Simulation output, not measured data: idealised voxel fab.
The process module presented herein is designated voxel fin reveal.
Each square cell in cross-section cut measures 5 nm, and the section as a whole is 165 nm wide.
If you're reading a cross-section in this doc, picture square cells in a grid; it comes to you as bands, top ones listed first down to the bottom, and a band can be one or more rows of cells. In this notation a band is specified by the heights of its top and bottom, in that order and in nm, after which its materials appear from left to right, each paired with its width in nm. The word "full width" attached to a single material means that material fills the band from edge to edge; the word "blank" stands for empty space. We count height from 0. Below that, the starting wafer is all one material. The lowest band never ends at the bottom but goes on down; see "0 down" for how that is written. It should be noted that a width expressed as "30 to 40" varies in equal increments from row to row of cells within the band, taking the value of the first number at the top row and that of the second number at the bottom row. Reading "identical to before" for a step: not a cell of the cross-section changed in it. "Fully enclosed voids": empty spaces of 8 cells or more with no open way to the top, each given as width x height at distance, distance from the left edge, all in nm. Anything after a step's settings on that line? It's the simulator's own note about the step. When a step includes a mask, the "overlay nm" setting on its line states how far to the right of its planned place that mask lay, and negative values state how far to the left.

-- List of planned process steps
| 1 | RECEIVE: material Si |
| 2 | CONFORMAL_DEP: material SiN, thk nm 5 |
| 3 | DIRECTIONAL_DEP: material aC, thk nm 10 |
| 4 | PATTERN: tone cover, mask id FINS, material resist, width nm 15, pitch nm 40, thk nm 25, overlay nm 0 |
| 5 | DIRECTIONAL_ETCH: etch materials aC, depth nm 10 |
| 6 | STRIP: etch materials resist |
| 7 | DIRECTIONAL_ETCH: etch materials SiN, depth nm 10 |
| 8 | DIRECTIONAL_ETCH: etch materials Si, depth nm 35 |
| 9 | STRIP: etch materials aC |
| 10 | OXIDIZE: depth nm 5 |
| 11 | FILL_DEP: material SiO2, thk nm 10 |
| 12 | CMP: height nm 10 |
| 13 | SELECTIVE_ETCH: etch materials SiO2, depth nm 35 |
| 14 | STRIP: etch materials SiN |
| 15 | CONFORMAL_DEP: material HfO2, thk nm 5 |
All wafers enter the flow in the same state. The thk nm at step 2 differs from wafer to wafer, and the plan gives the value for the first wafer.

-- Step 1 complete: as-received cross-section of the first of several wafers
0 down  Si full width
Fully enclosed voids: none

-- Cross-section of the first of several wafers, taken after step 15, where the module ends
5 to 0  15 of blank; 15 of HfO2; 25 of blank; 15 of HfO2; 25 of blank; 15 of HfO2; 25 of blank; 15 of HfO2; 15 of blank
0 to -20  15 of blank; 5 of HfO2; 5 of Si; 5 of HfO2; 25 of blank; 5 of HfO2; 5 of Si; 5 of HfO2; 25 of blank; 5 of HfO2; 5 of Si; 5 of HfO2; 25 of blank; 5 of HfO2; 5 of Si; 5 of HfO2; 15 of blank
-20 to -25  20 of HfO2; 5 of Si; 35 of HfO2; 5 of Si; 35 of HfO2; 5 of Si; 35 of HfO2; 5 of Si; 20 of HfO2
-25 to -40  20 of SiO2; 5 of Si; 35 of SiO2; 5 of Si; 35 of SiO2; 5 of Si; 35 of SiO2; 5 of Si; 20 of SiO2
-40 down  Si full width
Fully enclosed voids: none

-- At the end of the module, the last of several wafers in cross-section
5 to 0  HfO2 full width
0 down  Si full width
Fully enclosed voids: none

-- Below is a per-wafer table. In it, each row describes the wafer at the end of the module by giving, for each material, the number of cells gained (+) or lost (-) since the wafer was received, and after that the closed voids of the wafer
thk nm 5; +73 HfO2; -232 Si; +87 SiO2; Fully enclosed voids: none
thk nm 10; +73 HfO2; -232 Si; +87 SiO2; Fully enclosed voids: none
thk nm 15; +33 HfO2; Fully enclosed voids: none
thk nm 20; +33 HfO2; Fully enclosed voids: none
thk nm 25; +33 HfO2; Fully enclosed voids: none
